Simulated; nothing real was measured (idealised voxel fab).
process module | voxel self aligned contacts
cross-section cut | 260 nm wide | cells 5 nm
A cross-section is a grid of square cells, given in bands from the top down. A band is one or more rows of cells.
Each band's line starts with the height of the band's top and of its bottom, in nm. Then come its materials from left to right, each with its width in nm. One material with "throughout" fills the band from edge to edge. "air" is empty space.
Height 0 is the level under which the wafer as received is all one material. The lowest band goes on downwards, as in "0 down".
A width such as "30 to 40" changes by the same amount from each row of cells to the next, from the band's top row to its bottom row.
"no change" after a step means that no cell of the cross-section changed.
closed voids: empty space of 8 cells or more with no open way to the top, each as width x height at its distance from the left edge, in nm
after a step's settings: what the simulator itself notes on the step
overlay nm, on a step with a mask: how far to the right of its planned place the mask lay; to the left if negative
plan
1 op RECEIVE | material Si
2 op CONFORMAL_DEP | material SiO2 | thk nm 5
3 op DIRECTIONAL_DEP | material polySi | thk nm 30
4 op DIRECTIONAL_DEP | material SiN | thk nm 20
5 op DIRECTIONAL_DEP | material aC | thk nm 15
6 op PATTERN | tone cover | mask id GATE | material resist | width nm 25 | pitch nm 55 | thk nm 35 | overlay nm 0
7 op DIRECTIONAL_ETCH | etch materials aC | depth nm 15
8 op STRIP | etch materials resist
9 op DIRECTIONAL_ETCH | etch materials SiN | depth nm 20
10 op DIRECTIONAL_ETCH | etch materials polySi | depth nm 30
11 op STRIP | etch materials aC
12 op CONFORMAL_DEP | material SiN | thk nm 5
13 op DIRECTIONAL_ETCH | etch materials SiN | depth nm 5
14 op FILL_DEP | material SiO2 | thk nm 20
15 op CMP | height nm 65
16 op DIRECTIONAL_DEP | material aC | thk nm 10
17 op PATTERN | tone open | mask id CONTACT | material resist | width nm 40 | thk nm 25 | overlay nm 0
18 op DIRECTIONAL_ETCH | etch materials aC | depth nm 10
19 op STRIP | etch materials resist
20 op DIRECTIONAL_ETCH | etch materials SiO2 | depth nm 65
21 op STRIP | etch materials aC
22 op CONFORMAL_DEP | material TiN | thk nm 5
23 op FILL_DEP | material W | thk nm 5
24 op CMP | height nm 65
25 op CONFORMAL_DEP | material SiCN | thk nm 5
as received, after step 1
  0 down: Si throughout
  closed voids: none
a wafer at the end: this start, this plan, one mistake
  70 to 65: SiCN throughout
  65 to 55: SiO2 110 | TiN 5 | W 30 to 10 | TiN 5 to 25 | SiO2 110
  55 to 35: SiO2 75 | SiN 35 | TiN 5 | W 10 | TiN 5 | SiN 35 | SiO2 95
  35 to 5: SiO2 75 | SiN 5 | polySi 25 | SiN 5 | TiN 5 | W 10 | TiN 5 | SiN 5 | polySi 25 | SiN 5 | SiO2 95
  5 to 0: SiO2 110 | TiN 20 | SiO2 130
  0 down: Si throughout
  closed voids: none
what went wrong: step 6 ran as: op PATTERN | tone cover | mask id GATE | material resist | width nm 25 | pitch nm 55 | thk nm 35 | overlay nm -10
